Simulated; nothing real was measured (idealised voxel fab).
The following is a process module called voxel tone inversion.
The figure presents cross-section cut, which has a width of 170 nm and is divided into square cells with an edge length of 5 nm.
Cross-section format: a grid of square cells, given as bands from top to bottom; each band is one or more rows of cells. Heights first: top, then bottom, in nm. Then materials, left to right, each with a width in nm. "everywhere" on a single material: fills the band edge to edge. "air": empty space. Height datum 0, below which the as-received substrate wafer is one material. Lowest band open at the bottom, running downward: "from 0 down". Graded width ("30..40"): value in top row of band = first number; value in bottom row = second number; row-to-row change constant. When a step is marked "same as before", none of the cells in the cross-section changed during that step. Internal closed voids: empty space of 8 cells or more with no open way to the top, each as width x height at its distance from the left edge, in nm. Where a step's line continues beyond its settings, the continuation is a remark by the simulator itself on that step. overlay nm: where the mask lay relative to plan, measured to the right, on steps with a mask; negatives go left.

[Planned step list for the process]
| 1 | op RECEIVE | material Si |
| 2 | op CONFORMAL_DEP | material SiN | thk nm 5 |
| 3 | op DIRECTIONAL_DEP | material aC | thk nm 25 |
| 4 | op PATTERN | tone cover | mask id POSTS | material resist | width nm 15 | pitch nm 40 | thk nm 35 | overlay nm 0 |
| 5 | op DIRECTIONAL_ETCH | etch materials aC | depth nm 25 |
| 6 | op STRIP | etch materials resist |
| 7 | op FILL_DEP | material SiO2 | thk nm 5 |
| 8 | op CMP | height nm 30 |
| 9 | op STRIP | etch materials aC |

[So this is the incoming wafer in cross-section - it's already been through step 1]
from 0 down  Si everywhere
Internal closed voids: none

[End-of-module XS, first of two wafers, run as planned]
from 30 to 5  15 nm SiO2, then 15 nm air, then 25 nm SiO2, then 15 nm air, then 25 nm SiO2, then 15 nm air, then 25 nm SiO2, then 15 nm air, then 20 nm SiO2
from 5 to 0  SiN everywhere
from 0 down  Si everywhere
Internal closed voids: none

[Now the second wafer, cross-sectioned at the end of the module. Nothing different at the start, nothing different in the plan compared with the first, just one mistake when it was actually run]
from 30 to 25  SiN everywhere
from 25 to 0  aC everywhere
from 0 down  Si everywhere
Internal closed voids: none
Here's what went sideways: the intended sequence of steps 2 and 3 was reversed during processing, with each occupying the position of the other
Cell-count delta at end, second wafer over first, by material: 110 fewer of SiO2 | 170 more of aC
